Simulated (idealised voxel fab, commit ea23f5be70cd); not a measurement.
process module | voxel wiring stack
cross-section cut | 220 nm wide | cells 5 nm
A cross-section is a grid of square cells, given in bands from the top down. A band is one or more rows of cells.
Each band's line starts with the height of the band's top and of its bottom, in nm. Then come its materials from left to right, each with its width in nm. One material with "throughout" fills the band from edge to edge. "air" is empty space.
Height 0 is the level under which the wafer as received is all one material. The lowest band goes on downwards, as in "0 down".
A width such as "30 to 40" changes by the same amount from each row of cells to the next, from the band's top row to its bottom row.
"no change" after a step means that no cell of the cross-section changed.
closed voids: empty space of 8 cells or more with no open way to the top, each as width x height at its distance from the left edge, in nm
after a step's settings: what the simulator itself notes on the step
overlay nm, on a step with a mask: how far to the right of its planned place the mask lay; to the left if negative
plan
1 op RECEIVE | material Si
2 op CONFORMAL_DEP | material SiO2 | thk nm 15
3 op DIRECTIONAL_DEP | material TiN | thk nm 5
4 op DIRECTIONAL_DEP | material W | thk nm 15
5 op DIRECTIONAL_DEP | material aC | thk nm 10
6 op PATTERN | tone cover | mask id METAL_1 | material resist | width nm 20 | pitch nm 50 | thk nm 25 | overlay nm 0
7 op DIRECTIONAL_ETCH | etch materials aC | depth nm 10
8 op STRIP | etch materials resist
9 op DIRECTIONAL_ETCH | etch materials W | depth nm 15
10 op DIRECTIONAL_ETCH | etch materials TiN | depth nm 5
11 op STRIP | etch materials aC
12 op CONFORMAL_DEP | material SiN | thk nm 5
13 op FILL_DEP | material SiO2 | thk nm 10
14 op CMP | height nm 35
15 op CONFORMAL_DEP | material SiCN | thk nm 5
16 op DIRECTIONAL_DEP | material lowk | thk nm 10
17 op DIRECTIONAL_DEP | material aC | thk nm 15
18 op PATTERN | tone open | mask id PLUG_1 | material resist | width nm 15 | pitch nm 50 | thk nm 30 | overlay nm 0
19 op DIRECTIONAL_ETCH | etch materials aC | depth nm 15
20 op STRIP | etch materials resist
21 op DIRECTIONAL_ETCH | etch materials lowk | depth nm 10
22 op DIRECTIONAL_ETCH | etch materials SiCN | depth nm 5
23 op STRIP | etch materials aC
24 op EPI | material Ru | thk nm 10
25 op EPI | material Ru | thk nm 5
26 op CONFORMAL_DEP | material SiCN | thk nm 5
27 op DIRECTIONAL_DEP | material SiO2 | thk nm 25
28 op MASKED_ETCH | tone open | mask id METAL_2 | width nm 20 | pitch nm 50 | etch materials SiO2 | depth nm 25 | overlay nm 0
29 op MASKED_ETCH | tone open | mask id METAL_2 | width nm 20 | pitch nm 50 | etch materials SiCN | depth nm 5 | overlay nm 0
30 op CONFORMAL_DEP | material TiN | thk nm 5
31 op FILL_DEP | material W | thk nm 10
32 op CMP | height nm 80
33 op CONFORMAL_DEP | material SiCN | thk nm 5
34 op DIRECTIONAL_DEP | material SiO2 | thk nm 10
35 op DIRECTIONAL_DEP | material aC | thk nm 15
36 op PATTERN | tone open | mask id PLUG_2 | material resist | width nm 15 | pitch nm 50 | thk nm 30 | overlay nm 0
37 op DIRECTIONAL_ETCH | etch materials aC | depth nm 15
38 op STRIP | etch materials resist
39 op DIRECTIONAL_ETCH | etch materials SiO2 | depth nm 10
40 op DIRECTIONAL_ETCH | etch materials SiCN | depth nm 5
41 op STRIP | etch materials aC
42 op EPI | material Ru | thk nm 10
43 op EPI | material Ru | thk nm 5
44 op DIRECTIONAL_DEP | material TiN | thk nm 5
45 op DIRECTIONAL_DEP | material Ru | thk nm 20
46 op MASKED_ETCH | tone cover | mask id METAL_3 | width nm 20 | pitch nm 50 | etch materials Ru | depth nm 20 | overlay nm 0
47 op MASKED_ETCH | tone cover | mask id METAL_3 | width nm 20 | pitch nm 50 | etch materials TiN | depth nm 5 | overlay nm 0
48 op CONFORMAL_DEP | material SiCN | thk nm 5
49 op FILL_DEP | material SiO2 | thk nm 10
50 op CMP | height nm 120
51 op CONFORMAL_DEP | material SiN | thk nm 5
as received, after step 1
  0 down: Si throughout
  closed voids: none
first wafer at the end, as planned
  125 to 120: SiN throughout
  120 to 100: SiO2 70 | SiCN 5 | Ru 20 | SiCN 5 | SiO2 20 | SiCN 5 | Ru 20 | SiCN 5 | SiO2 70
  100 to 95: SiCN 75 | TiN 20 | SiCN 30 | TiN 20 | SiCN 75
  95 to 85: SiO2 75 | Ru 15 | SiO2 35 | Ru 15 | SiO2 80
  85 to 80: SiCN 75 | Ru 15 | SiCN 35 | Ru 15 | SiCN 80
  80 to 55: SiO2 75 | TiN 5 | W 10 | TiN 5 | SiO2 30 | TiN 5 | W 10 | TiN 5 | SiO2 75
  55 to 50: SiCN 75 | TiN 20 | SiCN 30 | TiN 20 | SiCN 75
  50 to 40: lowk 75 | Ru 15 | lowk 35 | Ru 15 | lowk 80
  40 to 35: SiCN 75 | Ru 15 | SiCN 35 | Ru 15 | SiCN 80
  35 to 20: SiO2 70 | SiN 5 | W 20 | SiN 5 | SiO2 20 | SiN 5 | W 20 | SiN 5 | SiO2 70
  20 to 15: SiN 75 | TiN 20 | SiN 30 | TiN 20 | SiN 75
  15 to 0: SiO2 throughout
  0 down: Si throughout
  closed voids: none
second wafer at the end: like start, like plan, one mistake
  125 to 120: SiN throughout
  120 to 115: SiO2 throughout
  115 to 110: SiO2 70 | SiCN 30 | SiO2 20 | SiCN 30 | SiO2 70
  110 to 90: SiO2 70 | SiCN 5 | Ru 20 | SiCN 5 | SiO2 20 | SiCN 5 | Ru 20 | SiCN 5 | SiO2 70
  90 to 85: SiCN 75 | TiN 20 | SiCN 30 | TiN 20 | SiCN 75
  85 to 75: SiO2 75 | Ru 15 | SiO2 35 | Ru 15 | SiO2 80
  75 to 70: SiCN 75 | Ru 15 | SiCN 35 | Ru 15 | SiCN 80
  70 to 55: SiO2 75 | TiN 5 | W 10 | TiN 5 | SiO2 30 | TiN 5 | W 10 | TiN 5 | SiO2 75
  55 to 50: SiCN 75 | TiN 20 | SiCN 30 | TiN 20 | SiCN 75
  50 to 40: lowk 75 | Ru 15 | lowk 35 | Ru 15 | lowk 80
  40 to 35: SiCN 75 | Ru 15 | SiCN 35 | Ru 15 | SiCN 80
  35 to 20: SiO2 70 | SiN 5 | W 20 | SiN 5 | SiO2 20 | SiN 5 | W 20 | SiN 5 | SiO2 70
  20 to 15: SiN 75 | TiN 20 | SiN 30 | TiN 20 | SiN 75
  15 to 0: SiO2 throughout
  0 down: Si throughout
  closed voids: none
what went wrong: step 32 ran as: op CMP | height nm 70
at the end the second wafer has, in cells: 12 more of SiCN | 4 more of SiO2 | 8 fewer of TiN | 8 fewer of W
